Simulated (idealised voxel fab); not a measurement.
voxel air gaps: a process module
FYI the section here is cut, 250 nm wide, cells are 5 nm squares.
The cross-sections in this document take the form of a grid made of square cells. They are written out as bands, in order from top to bottom. Each band consists of one or more rows of cells. Basically the band line says how high the top is and how high the bottom is, in nm, and then what's in it from left to right, every material with its width in nm. Empty space shows up as "empty", and if a single material carries "full width" it runs the full band edge to edge. Height is counted from the level 0, under which the received wafer is composed throughout of one material. The lowest of the bands is not closed at the bottom but continues downward, in the notation "0 and below". Top row gets the first number, bottom row gets the second, and each row in between changes by the same step: that is how a band width like "30 to 40" works. Basically "nothing got changed" means that step didn't change any cell in the cross-section. For the entry "Unvented voids", the listed items are empty spaces with no open way to the top whose size is 8 cells or more; each item follows the pattern width x height at distance, where distance is from the left edge and all three are in nm. If you see something after the settings on a step's line, that's the simulator's own remark about that step. The line of a step may include "overlay nm". On a step with a mask, this value is how far to the right of its planned place the mask lay. A negative value means the mask lay to the left.

### Process steps foreseen in the plan
- 1: RECEIVE: material Si
- 2: CONFORMAL_DEP: material SiO2, thk nm 10
- 3: CONFORMAL_DEP: material SiN, thk nm 5
- 4: DIRECTIONAL_DEP: material SiO2, thk nm 35
- 5: DIRECTIONAL_DEP: material aC, thk nm 10
- 6: PATTERN: tone open, mask id LINES, material resist, width nm 15, pitch nm 45, thk nm 25, overlay nm 0
- 7: DIRECTIONAL_ETCH: etch materials aC, depth nm 10
- 8: STRIP: etch materials resist
- 9: DIRECTIONAL_ETCH: etch materials SiO2, depth nm 35
- 10: STRIP: etch materials aC
- 11: CONFORMAL_DEP: material TiN, thk nm 5
- 12: FILL_DEP: material W, thk nm 5
- 13: CMP: height nm 50
- 14: EPI: material Ru, thk nm 10
- 15: SELECTIVE_ETCH: etch materials SiO2, depth nm 45
- 16: CONFORMAL_DEP: material SiN, thk nm 5

### Delivered wafer in cross-section: state after step 1
	0 and below: Si full width
	Unvented voids: none

### a wafer at the end: this start, this plan, one mistake
	65 down to 60: empty 50; SiN 145; empty 55
	60 down to 50: empty 50; SiN 5; Ru 135; SiN 5; empty 55
	50 down to 45: empty 50; SiN 15; TiN 5; W 15; TiN 5; SiO2 20; TiN 5; W 15; TiN 5; SiO2 20; TiN 5; W 15; TiN 5; SiN 15; empty 55
	45 down to 20: empty 60; SiN 5; TiN 5; W 15; TiN 5; SiO2 20; TiN 5; W 15; TiN 5; SiO2 20; TiN 5; W 15; TiN 5; SiN 5; empty 65
	20 down to 15: SiN 65; TiN 25; SiO2 20; TiN 25; SiO2 20; TiN 25; SiN 70
	15 down to 10: SiN full width
	10 down to 0: SiO2 full width
	0 and below: Si full width
	Unvented voids: none
Misprocessing identified: step 6 ran as: PATTERN: tone open, mask id LINES, material resist, width nm 25, pitch nm 45, thk nm 25, overlay nm 0
